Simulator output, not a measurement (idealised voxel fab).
Process module heading - voxel capacitor over wiring
In the cross-section labelled cut, the width is 280 nm and each square cell is 5 nm.
Cross-section = grid of square cells, listed top down in bands; band = one or more rows. In this notation a band is specified by the heights of its top and bottom, in that order and in nm, after which its materials appear from left to right, each paired with its width in nm. The word "edge to edge" attached to a single material means that material fills the band from edge to edge; the word "blank" stands for empty space. Height is counted from the level 0, under which the received wafer is composed throughout of one material. The lowest of the bands is not closed at the bottom but continues downward, in the notation "top 0, no bottom". Quick explanation for "30 to 40": the width changes in equal steps down the rows of cells, from the first number in the band's top row to the second number in its bottom row. Step note "all unchanged" = no cross-section cell changed. Closed-off voids of 8+ cells (no open route to the top) go in "Trapped cavities", written width x height at distance from the left edge, in nm. The remark found on a step's line after its settings is issued by the simulator itself and pertains to that step. Among the settings permitted on a step's line is "overlay nm"; applied to a step with a mask, it specifies the extent to which the mask lay to the right of its planned position, whereas a negative figure signifies a position to the left.

## This section lists the process steps that were planned
1 RECEIVE (material Si)
2 CONFORMAL_DEP (material SiO2; thk nm 10)
3 CONFORMAL_DEP (material SiN; thk nm 5)
4 DIRECTIONAL_DEP (material lowk; thk nm 25)
5 PATTERN (tone open; mask id METAL_1; material resist; width nm 30; pitch nm 80; thk nm 20; overlay nm 0)
6 DIRECTIONAL_ETCH (etch materials lowk; depth nm 25)
7 DIRECTIONAL_ETCH (etch materials SiN; depth nm 5)
8 STRIP (etch materials resist)
9 CONFORMAL_DEP (material TiN; thk nm 5)
10 FILL_DEP (material Cu; thk nm 10)
11 CMP (height nm 40)
12 CONFORMAL_DEP (material SiCN; thk nm 5)
13 DIRECTIONAL_DEP (material lowk; thk nm 20)
14 DIRECTIONAL_DEP (material aC; thk nm 15)
15 PATTERN (tone open; mask id PLUG_1; material resist; width nm 15; thk nm 35; overlay nm 0)
16 DIRECTIONAL_ETCH (etch materials aC; depth nm 15)
17 STRIP (etch materials resist)
18 DIRECTIONAL_ETCH (etch materials lowk; depth nm 20)
19 DIRECTIONAL_ETCH (etch materials SiCN; depth nm 5)
20 STRIP (etch materials aC)
21 CONFORMAL_DEP (material TiN; thk nm 5)
22 FILL_DEP (material Ru; thk nm 10)
23 CMP (height nm 65)
24 DIRECTIONAL_DEP (material TiN; thk nm 10)
25 DIRECTIONAL_DEP (material HfO2; thk nm 5)
26 DIRECTIONAL_DEP (material TiN; thk nm 5)
27 PATTERN (tone cover; mask id UPPER_PLATE; material resist; width nm 55; thk nm 15; overlay nm 0)
28 DIRECTIONAL_ETCH (etch materials TiN; depth nm 5)
29 DIRECTIONAL_ETCH (etch materials HfO2; depth nm 5)
30 STRIP (etch materials resist)
31 PATTERN (tone cover; mask id LOWER_PLATE; material resist; width nm 65; thk nm 15; overlay nm 0)
32 DIRECTIONAL_ETCH (etch materials TiN; depth nm 10)
33 STRIP (etch materials resist)
34 FILL_DEP (material SiO2; thk nm 20)
35 CMP (height nm 100)
36 PATTERN (tone open; mask id PLUG_2; material resist; width nm 15; thk nm 20; overlay nm 0)
37 DIRECTIONAL_ETCH (etch materials SiO2; depth nm 15)
38 STRIP (etch materials resist)
39 CONFORMAL_DEP (material TiN; thk nm 5)
40 FILL_DEP (material Ru; thk nm 10)
41 CMP (height nm 100)
42 CONFORMAL_DEP (material SiN; thk nm 5)

## As received (post step 1): cross-section
  top 0, no bottom = Si edge to edge
  Trapped cavities: none

## Starting wafer: above. Plan: above. Run: one mistake. Cross-section after the module: below
  top 105, bottom 100 = SiN edge to edge
  top 100, bottom 90 = 110 of SiO2; 5 of TiN; 5 of Ru; 5 of TiN; 155 of SiO2
  top 90, bottom 80 = 110 to 100 of SiO2; 15 to 55 of TiN; 155 to 125 of SiO2
  top 80, bottom 75 = 100 of SiO2; 55 of HfO2; 125 of SiO2
  top 75, bottom 65 = 95 of SiO2; 65 of TiN; 120 of SiO2
  top 65, bottom 45 = 100 of lowk; 5 of TiN; 5 of Ru; 5 of TiN; 165 of lowk
  top 45, bottom 40 = 100 of SiCN; 15 of TiN; 165 of SiCN
  top 40, bottom 15 = 80 of Cu; 5 of TiN; 30 of lowk; 5 of TiN; 40 of Cu; 5 of TiN; 30 of lowk; 5 of TiN; 80 of Cu
  top 15, bottom 10 = 85 of TiN; 30 of SiN; 50 of TiN; 30 of SiN; 85 of TiN
  top 10, bottom 0 = SiO2 edge to edge
  top 0, no bottom = Si edge to edge
  Trapped cavities: none
Where did the run depart from the plan? step 5 went in with a setting other than planned; the actual run was PATTERN (tone cover; mask id METAL_1; material resist; width nm 30; pitch nm 80; thk nm 20; overlay nm 0)
